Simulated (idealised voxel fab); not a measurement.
process module | voxel spacer lines
cross-section cut | 250 nm wide | cells 5 nm
A cross-section is a grid of square cells, given in bands from the top down. A band is one or more rows of cells.
Each band's line starts with the height of the band's top and of its bottom, in nm. Then come its materials from left to right, each with its width in nm. One material with "throughout" fills the band from edge to edge. "air" is empty space.
Height 0 is the level under which the wafer as received is all one material. The lowest band goes on downwards, as in "0 down".
A width such as "30 to 40" changes by the same amount from each row of cells to the next, from the band's top row to its bottom row.
"no change" after a step means that no cell of the cross-section changed.
closed voids: empty space of 8 cells or more with no open way to the top, each as width x height at its distance from the left edge, in nm
after a step's settings: what the simulator itself notes on the step
overlay nm, on a step with a mask: how far to the right of its planned place the mask lay; to the left if negative
plan
1 op RECEIVE | material Si
2 op CONFORMAL_DEP | material Al2O3 | thk nm 10
3 op DIRECTIONAL_DEP | material W | thk nm 10
4 op DIRECTIONAL_DEP | material aC | thk nm 25
5 op PATTERN | tone cover | mask id MANDREL | material resist | width nm 15 | pitch nm 60 | thk nm 30 | overlay nm 0
6 op DIRECTIONAL_ETCH | etch materials aC | depth nm 25
7 op STRIP | etch materials resist
8 op CONFORMAL_DEP | material SiO2 | thk nm 15
9 op DIRECTIONAL_ETCH | etch materials SiO2 | depth nm 15
10 op STRIP | etch materials aC
11 op DIRECTIONAL_ETCH | etch materials W | depth nm 10
12 op STRIP | etch materials SiO2
13 op FILL_DEP | material SiO2 | thk nm 10
14 op CMP | height nm 20
first wafer, as planned
as received, after step 1
  0 down: Si throughout
  closed voids: none
after step 2
  10 to 0: Al2O3 throughout
  below 0: unchanged
after step 3
  20 to 10: W throughout
  below 10: unchanged
after step 4
  45 to 20: aC throughout
  below 20: unchanged
after step 5
  75 to 45: air 85 | resist 15 | air 45 | resist 15 | air 90
  below 45: unchanged
after step 6
  50 to 45: air 85 | resist 15 | air 45 | resist 15 | air 90
  45 to 20: air 85 | aC 15 | air 45 | aC 15 | air 90
  below 20: unchanged
after step 7
  45 to 20: air 85 | aC 15 | air 45 | aC 15 | air 90
  below 20: unchanged
after step 8
  60 to 45: air 70 | SiO2 45 | air 15 | SiO2 45 | air 75
  45 to 35: air 70 | SiO2 15 | aC 15 | SiO2 15 | air 15 | SiO2 15 | aC 15 | SiO2 15 | air 75
  35 to 20: SiO2 85 | aC 15 | SiO2 45 | aC 15 | SiO2 90
  below 20: unchanged
after step 9
  45 to 20: air 70 | SiO2 15 | aC 15 | SiO2 15 | air 15 | SiO2 15 | aC 15 | SiO2 15 | air 75
  below 20: unchanged
after step 10
  45 to 20: air 70 | SiO2 15 | air 15 | SiO2 15 | air 15 | SiO2 15 | air 15 | SiO2 15 | air 75
  below 20: unchanged
after step 11
  45 to 20: air 70 | SiO2 15 | air 15 | SiO2 15 | air 15 | SiO2 15 | air 15 | SiO2 15 | air 75
  20 to 10: air 70 | W 15 | air 15 | W 15 | air 15 | W 15 | air 15 | W 15 | air 75
  below 10: unchanged
after step 12
  20 to 10: air 70 | W 15 | air 15 | W 15 | air 15 | W 15 | air 15 | W 15 | air 75
  below 10: unchanged
after step 13
  30 to 20: SiO2 throughout
  20 to 10: SiO2 70 | W 15 | SiO2 15 | W 15 | SiO2 15 | W 15 | SiO2 15 | W 15 | SiO2 75
  below 10: unchanged
after step 14
  20 to 10: SiO2 70 | W 15 | SiO2 15 | W 15 | SiO2 15 | W 15 | SiO2 15 | W 15 | SiO2 75
  below 10: unchanged
second wafer: like start, like plan, one mistake. Through step 1 it matches the first wafer
when step 2 should have ended: no change
when step 3 should have ended
  10 to 0: W throughout
  below 0: unchanged
when step 4 should have ended
  35 to 10: aC throughout
  below 10: unchanged
when step 5 should have ended
  65 to 35: air 85 | resist 15 | air 45 | resist 15 | air 90
  below 35: unchanged
when step 6 should have ended
  40 to 35: air 85 | resist 15 | air 45 | resist 15 | air 90
  35 to 10: air 85 | aC 15 | air 45 | aC 15 | air 90
  below 10: unchanged
when step 7 should have ended
  35 to 10: air 85 | aC 15 | air 45 | aC 15 | air 90
  below 10: unchanged
when step 8 should have ended
  50 to 35: air 70 | SiO2 45 | air 15 | SiO2 45 | air 75
  35 to 25: air 70 | SiO2 15 | aC 15 | SiO2 15 | air 15 | SiO2 15 | aC 15 | SiO2 15 | air 75
  25 to 10: SiO2 85 | aC 15 | SiO2 45 | aC 15 | SiO2 90
  below 10: unchanged
when step 9 should have ended
  35 to 10: air 70 | SiO2 15 | aC 15 | SiO2 15 | air 15 | SiO2 15 | aC 15 | SiO2 15 | air 75
  below 10: unchanged
when step 10 should have ended
  35 to 10: air 70 | SiO2 15 | air 15 | SiO2 15 | air 15 | SiO2 15 | air 15 | SiO2 15 | air 75
  below 10: unchanged
when step 11 should have ended
  35 to 10: air 70 | SiO2 15 | air 15 | SiO2 15 | air 15 | SiO2 15 | air 15 | SiO2 15 | air 75
  10 to 0: air 70 | W 15 | air 15 | W 15 | air 15 | W 15 | air 15 | W 15 | air 75
  below 0: unchanged
when step 12 should have ended
  10 to 0: air 70 | W 15 | air 15 | W 15 | air 15 | W 15 | air 15 | W 15 | air 75
  below 0: unchanged
when step 13 should have ended
  20 to 10: SiO2 throughout
  10 to 0: SiO2 70 | W 15 | SiO2 15 | W 15 | SiO2 15 | W 15 | SiO2 15 | W 15 | SiO2 75
  below 0: unchanged
when step 14 should have ended: no change
what went wrong: step 2 was left out
at the end the second wafer has, in cells: 100 fewer of Al2O3 | 100 more of SiO2
